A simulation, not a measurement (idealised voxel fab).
voxel gate over fins: a process module
Displayed cross-section: cut, width of 240 nm, square cells sized 5 nm.
For the purposes of this document, a cross-section shall be understood as a grid of square cells, specified as bands listed in top-to-bottom order, each band consisting of one or more rows of cells. This entry defines a band. It first specifies the height of the band's top and the height of its bottom in nm, and then specifies the band's materials from left to right, stating each material with its width in nm. The word "edge to edge" identifies a single material that fills the band from edge to edge, while the word "air" identifies empty space. Heights are measured from 0, the level below which the as-received wafer is all one material; the lowest band has no bottom and continues downward, written as in "0 nm and below". Top row gets the first number, bottom row gets the second, and each row in between changes by the same step: that is how a band width like "30->40" works. No cell of the cross-section changed in a step that is given as "no alteration". Each empty space that has no open way to the top and spans at least 8 cells appears under "closed voids" as width x height at distance, the distance counted from the left edge, all in nm. The remark found on a step's line after its settings is issued by the simulator itself and pertains to that step. The "overlay nm" setting may appear on a step's line; for a step that uses a mask, it gives how far to the right of its planned position the mask lay, and a negative value indicates the left.
Steps in the process plan
step 1: RECEIVE, material Si
step 2: CONFORMAL_DEP, material SiN, thk nm 5
step 3: PATTERN, tone cover, mask id FINS, material resist, width nm 15, pitch nm 55, thk nm 20, overlay nm 0
step 4: DIRECTIONAL_ETCH, etch materials SiN, depth nm 5
step 5: DIRECTIONAL_ETCH, etch materials Si, depth nm 35
step 6: STRIP, etch materials resist
step 7: OXIDIZE, depth nm 5
step 8: FILL_DEP, material SiO2, thk nm 15
step 9: CMP, height nm 5
step 10: MASKED_ETCH, tone open, mask id RAIL, width nm 15, etch materials SiO2, depth nm 35, overlay nm 0
step 11: CONFORMAL_DEP, material TiN, thk nm 5
step 12: FILL_DEP, material Ru, thk nm 10
step 13: CMP, height nm 5
step 14: SELECTIVE_ETCH, etch materials W Ru TiN, depth nm 25
step 15: FILL_DEP, material SiO2, thk nm 5
step 16: CMP, height nm 5
step 17: SELECTIVE_ETCH, etch materials SiO2, depth nm 15
step 18: STRIP, etch materials SiN
step 19: CONFORMAL_DEP, material HfO2, thk nm 5
step 20: CONFORMAL_DEP, material TiN, thk nm 5
step 21: CONFORMAL_DEP, material TiAl, thk nm 5
step 22: CONFORMAL_DEP, material TiN, thk nm 5
step 23: FILL_DEP, material W, thk nm 10
step 24: CMP, height nm 25
step 25: CONFORMAL_DEP, material SiCN, thk nm 10
As-received wafer cross-section (after step 1)
- 0 nm and below | Si edge to edge
- closed voids: none
The cross-section shown corresponds to the wafer at the conclusion of the module. The initial structure and the process plan are those presented above; however, one mistake occurred in executing the plan
- 35 nm to 25 nm | SiCN edge to edge
- 25 nm to 20 nm | W edge to edge
- 20 nm to 15 nm | W 70 nm, TiN 45 nm, W 10 nm, TiN 45 nm, W 70 nm
- 15 nm to 10 nm | W 70 nm, TiN 5 nm, TiAl 35 nm, TiN 5 nm, W 10 nm, TiN 5 nm, TiAl 35 nm, TiN 5 nm, W 70 nm
- 10 nm to 5 nm | TiN 75 nm, TiAl 5 nm, TiN 25 nm, TiAl 5 nm, TiN 20 nm, TiAl 5 nm, TiN 25 nm, TiAl 5 nm, TiN 75 nm
- 5 nm to 0 nm | TiAl 80 nm, TiN 5 nm, HfO2 15 nm, TiN 5 nm, TiAl 30 nm, TiN 5 nm, HfO2 15 nm, TiN 5 nm, TiAl 80 nm
- 0 nm to -5 nm | TiN 85 nm, HfO2 5 nm, Si 5 nm, HfO2 5 nm, TiN 40 nm, HfO2 5 nm, Si 5 nm, HfO2 5 nm, TiN 85 nm
- -5 nm to -10 nm | HfO2 90 nm, Si 5 nm, HfO2 50 nm, Si 5 nm, HfO2 90 nm
- -10 nm to -20 nm | SiO2 90 nm, Si 5 nm, SiO2 50 nm, Si 5 nm, SiO2 90 nm
- -20 nm to -25 nm | SiO2 90 nm, Si 5 nm, SiO2 15 nm, TiN 5 nm, Ru 10 nm, TiN 5 nm, SiO2 15 nm, Si 5 nm, SiO2 90 nm
- -25 nm to -30 nm | SiO2 90 nm, Si 5 nm, SiO2 15 nm, TiN 20 nm, SiO2 15 nm, Si 5 nm, SiO2 90 nm
- -30 nm to -40 nm | SiO2 90 nm, Si 5 nm, SiO2 50 nm, Si 5 nm, SiO2 90 nm
- -40 nm and below | Si edge to edge
- closed voids: none
Nonconformance to the process plan: it should be noted that step 10 was executed with settings other than those planned, the operation and settings actually applied being MASKED_ETCH, tone open, mask id RAIL, width nm 20, etch materials SiO2, depth nm 35, overlay nm 0
